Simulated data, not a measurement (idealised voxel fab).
The process module presented herein is designated voxel self aligned contacts.
Square cell edge 5 nm, section width 255 nm, ID cut.
Throughout this document, each cross-section is represented as a grid of square cells and is presented as a sequence of bands enumerated from the top downward, where a band comprises one or more rows of cells. What a band's entry tells you: where the top is and where the bottom is, as heights in nm, and after that what lies inside, material by material from left to right, each with its width in nm. Empty space is written as the word "empty", and a single material marked with the word "everywhere" occupies the band from edge to edge. Beneath 0, the wafer as received is one material, and that level is where height counting begins. The lowest band goes on downward without a bottom; it is written like "from 0 down". Width: "30..40" (first number = top row, second number = bottom row, same change from row to row of cells). "no alteration" after a step means that no cell of the cross-section changed. Under "Closed void register" you'll find the enclosed gaps, the ones with no way out to the top, that are 8 cells or bigger; each reads width x height at distance, with distance counted from the left edge, everything in nm. Whatever follows a step's settings on its line is a remark the simulator itself makes about that step. If you see "overlay nm" on a step's line and that step has a mask, it's telling you how far right of where it was planned the mask ended up; a negative number means it went left instead.

Process steps - plan:
1) RECEIVE,material Si
2) CONFORMAL_DEP,material SiO2,thk nm 5
3) DIRECTIONAL_DEP,material polySi,thk nm 30
4) DIRECTIONAL_DEP,material SiN,thk nm 20
5) MASKED_ETCH,tone cover,mask id GATE,width nm 35,pitch nm 80,etch materials SiN,depth nm 20,overlay nm 0
6) MASKED_ETCH,tone cover,mask id GATE,width nm 35,pitch nm 80,etch materials polySi,depth nm 30,overlay nm 0
7) CONFORMAL_DEP,material SiN,thk nm 10
8) DIRECTIONAL_ETCH,etch materials SiN,depth nm 10
9) FILL_DEP,material SiO2,thk nm 15
10) CMP,height nm 65
11) PATTERN,tone open,mask id CONTACT,material resist,width nm 65,thk nm 20,overlay nm 0
12) DIRECTIONAL_ETCH,etch materials SiO2,depth nm 65
13) STRIP,etch materials resist
14) CONFORMAL_DEP,material TiN,thk nm 5
15) FILL_DEP,material Ru,thk nm 5
16) CMP,height nm 65
17) CONFORMAL_DEP,material SiCN,thk nm 5

The first of two wafers, run as planned:

Cross-section of the wafer at receipt, which is the condition after step 1:
  from 0 down = Si everywhere
  Closed void register: none

Step 2 done - wafer cross-section:
  from 5 to 0 = SiO2 everywhere
  Note: structure below 0 unchanged.

Step 3 done - wafer cross-section:
  from 35 to 5 = polySi everywhere
  Note: structure below 5 unchanged.

Step 4 done - wafer cross-section:
  from 55 to 35 = SiN everywhere
  Note: structure below 35 unchanged.

Step 5 done - wafer cross-section:
  from 55 to 35 = empty (70) / SiN (35) / empty (45) / SiN (35) / empty (70)
  Note: structure below 35 unchanged.

Step 6 done - wafer cross-section:
  from 55 to 35 = empty (70) / SiN (35) / empty (45) / SiN (35) / empty (70)
  from 35 to 5 = empty (70) / polySi (35) / empty (45) / polySi (35) / empty (70)
  Note: structure below 5 unchanged.

Step 7 done - wafer cross-section:
  from 65 to 35 = empty (60) / SiN (55) / empty (25) / SiN (55) / empty (60)
  from 35 to 15 = empty (60) / SiN (10) / polySi (35) / SiN (10) / empty (25) / SiN (10) / polySi (35) / SiN (10) / empty (60)
  from 15 to 5 = SiN (70) / polySi (35) / SiN (45) / polySi (35) / SiN (70)
  Note: structure below 5 unchanged.

Step 8 done - wafer cross-section:
  from 55 to 35 = empty (60) / SiN (55) / empty (25) / SiN (55) / empty (60)
  from 35 to 5 = empty (60) / SiN (10) / polySi (35) / SiN (10) / empty (25) / SiN (10) / polySi (35) / SiN (10) / empty (60)
  Note: structure below 5 unchanged.

Step 9 done - wafer cross-section:
  from 70 to 55 = SiO2 everywhere
  from 55 to 35 = SiO2 (60) / SiN (55) / SiO2 (25) / SiN (55) / SiO2 (60)
  from 35 to 5 = SiO2 (60) / SiN (10) / polySi (35) / SiN (10) / SiO2 (25) / SiN (10) / polySi (35) / SiN (10) / SiO2 (60)
  Note: structure below 5 unchanged.

Step 10 done - wafer cross-section:
  from 65 to 55 = SiO2 everywhere
  Note: structure below 55 unchanged.

Step 11 done - wafer cross-section:
  from 85 to 65 = resist (95) / empty (65) / resist (95)
  Note: structure below 65 unchanged.

Step 12 done - wafer cross-section:
  from 85 to 65 = resist (95) / empty (65) / resist (95)
  from 65 to 55 = SiO2 (95) / empty (65) / SiO2 (95)
  from 55 to 35 = SiO2 (60) / SiN (55) / empty (25) / SiN (55) / SiO2 (60)
  from 35 to 5 = SiO2 (60) / SiN (10) / polySi (35) / SiN (10) / empty (25) / SiN (10) / polySi (35) / SiN (10) / SiO2 (60)
  from 5 to 0 = SiO2 (115) / empty (25) / SiO2 (115)
  Note: structure below 0 unchanged.

Step 13 done - wafer cross-section:
  from 65 to 55 = SiO2 (95) / empty (65) / SiO2 (95)
  Note: structure below 55 unchanged.

Step 14 done - wafer cross-section:
  from 70 to 65 = TiN (100) / empty (55) / TiN (100)
  from 65 to 55 = SiO2 (95) / TiN (5..25) / empty (55..15) / TiN (5..25) / SiO2 (95)
  from 55 to 35 = SiO2 (60) / SiN (55) / TiN (5) / empty (15) / TiN (5) / SiN (55) / SiO2 (60)
  from 35 to 5 = SiO2 (60) / SiN (10) / polySi (35) / SiN (10) / TiN (5) / empty (15) / TiN (5) / SiN (10) / polySi (35) / SiN (10) / SiO2 (60)
  from 5 to 0 = SiO2 (115) / TiN (25) / SiO2 (115)
  Note: structure below 0 unchanged.

Step 15 done - wafer cross-section:
  from 75 to 70 = Ru everywhere
  from 70 to 65 = TiN (100) / Ru (55) / TiN (100)
  from 65 to 55 = SiO2 (95) / TiN (5..25) / Ru (55..15) / TiN (5..25) / SiO2 (95)
  from 55 to 35 = SiO2 (60) / SiN (55) / TiN (5) / Ru (15) / TiN (5) / SiN (55) / SiO2 (60)
  from 35 to 5 = SiO2 (60) / SiN (10) / polySi (35) / SiN (10) / TiN (5) / Ru (15) / TiN (5) / SiN (10) / polySi (35) / SiN (10) / SiO2 (60)
  Note: structure below 5 unchanged.

Step 16 done - wafer cross-section:
  from 65 to 55 = SiO2 (95) / TiN (5..25) / Ru (55..15) / TiN (5..25) / SiO2 (95)
  Note: structure below 55 unchanged.

Step 17 done - wafer cross-section:
  from 70 to 65 = SiCN everywhere
  Note: structure below 65 unchanged.

It is to be noted that the second wafer proceeded from the same initial state and according to the same plan as the first, although one mistake was committed in its execution; through step 9, inclusive, the two wafers share an identical history:

Here is the second wafer in cross-section at the point where step 10 of the plan should have been done:
  from 60 to 55 = SiO2 everywhere
  Note: structure below 55 unchanged.

Here is the second wafer in cross-section at the point where step 11 of the plan should have been done:
  from 80 to 60 = resist (95) / empty (65) / resist (95)
  Note: structure below 60 unchanged.

Here is the second wafer in cross-section at the point where step 12 of the plan should have been done:
  from 80 to 60 = resist (95) / empty (65) / resist (95)
  from 60 to 55 = SiO2 (95) / empty (65) / SiO2 (95)
  from 55 to 35 = SiO2 (60) / SiN (55) / empty (25) / SiN (55) / SiO2 (60)
  from 35 to 5 = SiO2 (60) / SiN (10) / polySi (35) / SiN (10) / empty (25) / SiN (10) / polySi (35) / SiN (10) / SiO2 (60)
  from 5 to 0 = SiO2 (115) / empty (25) / SiO2 (115)
  Note: structure below 0 unchanged.

Here is the second wafer in cross-section at the point where step 13 of the plan should have been done:
  from 60 to 55 = SiO2 (95) / empty (65) / SiO2 (95)
  Note: structure below 55 unchanged.

Here is the second wafer in cross-section at the point where step 14 of the plan should have been done:
  from 65 to 60 = TiN (100) / empty (55) / TiN (100)
  from 60 to 55 = SiO2 (95) / TiN (25) / empty (15) / TiN (25) / SiO2 (95)
  from 55 to 35 = SiO2 (60) / SiN (55) / TiN (5) / empty (15) / TiN (5) / SiN (55) / SiO2 (60)
  from 35 to 5 = SiO2 (60) / SiN (10) / polySi (35) / SiN (10) / TiN (5) / empty (15) / TiN (5) / SiN (10) / polySi (35) / SiN (10) / SiO2 (60)
  from 5 to 0 = SiO2 (115) / TiN (25) / SiO2 (115)
  Note: structure below 0 unchanged.

Here is the second wafer in cross-section at the point where step 15 of the plan should have been done:
  from 70 to 65 = Ru everywhere
  from 65 to 60 = TiN (100) / Ru (55) / TiN (100)
  from 60 to 55 = SiO2 (95) / TiN (25) / Ru (15) / TiN (25) / SiO2 (95)
  from 55 to 35 = SiO2 (60) / SiN (55) / TiN (5) / Ru (15) / TiN (5) / SiN (55) / SiO2 (60)
  from 35 to 5 = SiO2 (60) / SiN (10) / polySi (35) / SiN (10) / TiN (5) / Ru (15) / TiN (5) / SiN (10) / polySi (35) / SiN (10) / SiO2 (60)
  Note: structure below 5 unchanged.

Here is the second wafer in cross-section at the point where step 16 of the plan should have been done:
  from 65 to 60 = TiN (100) / Ru (55) / TiN (100)
  Note: structure below 60 unchanged.

Here is the second wafer in cross-section at the point where step 17 of the plan should have been done:
  from 70 to 65 = SiCN everywhere
  Note: structure below 65 unchanged.
Here's what went sideways: step 10 did not use the planned setting and instead ran as CMP,height nm 60
Count the cells at the end and the second wafer has more or fewer of some materials than the first: 38 fewer of SiO2, 38 more of TiN
